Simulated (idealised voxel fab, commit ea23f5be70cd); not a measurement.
Process module in this document: voxel lift off
Each square cell in cross-section cut measures 5 nm, and the section as a whole is 275 nm wide.
Throughout this document, each cross-section is represented as a grid of square cells and is presented as a sequence of bands enumerated from the top downward, where a band comprises one or more rows of cells.
Band: top and bottom heights (nm) first, top before bottom; then materials from left to right, widths in nm. "throughout" marks a sole material filling the band edge to edge. "blank" denotes empty space.
Note: height 0 marks the level under which the wafer is uniformly one material as received. Lowest band unbounded below, written "0 nm and below".
So if you see something like "30..40" for the width, read it as the top row of the band sitting at the first number and the bottom row at the second, with every row in between moving by the same amount as the last.
Reading "same as before" for a step: not a cell of the cross-section changed in it.
"Closed void catalog" enumerates empty spaces isolated from the top, with no open way to it, that contain at least 8 cells, giving each as width x height at distance from the left edge, all three in nm.
Anything after a step's settings on that line? It's the simulator's own note about the step.
"overlay nm" on a masked step: distance the mask lay right of its planned place, negative for left.

Planned process steps
1 RECEIVE [material Si]
2 CONFORMAL_DEP [material SiO2] [thk nm 15]
3 PATTERN [tone open] [mask id LINES] [material resist] [width nm 30] [pitch nm 60] [thk nm 20] [overlay nm 0]
4 DIRECTIONAL_DEP [material Ru] [thk nm 5]
5 STRIP [etch materials resist]
6 CONFORMAL_DEP [material SiCN] [thk nm 5]

As-received wafer cross-section (after step 1)
0 nm and below | Si throughout
Closed void catalog: none

first wafer at the end, as planned
25 nm to 20 nm | blank: 85; SiCN: 40; blank: 20; SiCN: 40; blank: 90
20 nm to 15 nm | SiCN: 90; Ru: 30; SiCN: 30; Ru: 30; SiCN: 95
15 nm to 0 nm | SiO2 throughout
0 nm and below | Si throughout
Closed void catalog: none

Here's the second of our two wafers sectioned at module end. Same start as the first, same plan, but one mistake got made running it
25 nm to 20 nm | blank: 80; SiCN: 50; blank: 10; SiCN: 50; blank: 85
20 nm to 15 nm | SiCN: 85; Ru: 40; SiCN: 20; Ru: 40; SiCN: 90
15 nm to 0 nm | SiO2 throughout
0 nm and below | Si throughout
Closed void catalog: none
In executing the process, a mistake was made relative to the plan: step 3: run off-plan, actual operation and settings PATTERN [tone open] [mask id LINES] [material resist] [width nm 40] [pitch nm 60] [thk nm 20] [overlay nm 0]
Final difference in cells, second wafer against first, listed per material as more or fewer: +4 Ru
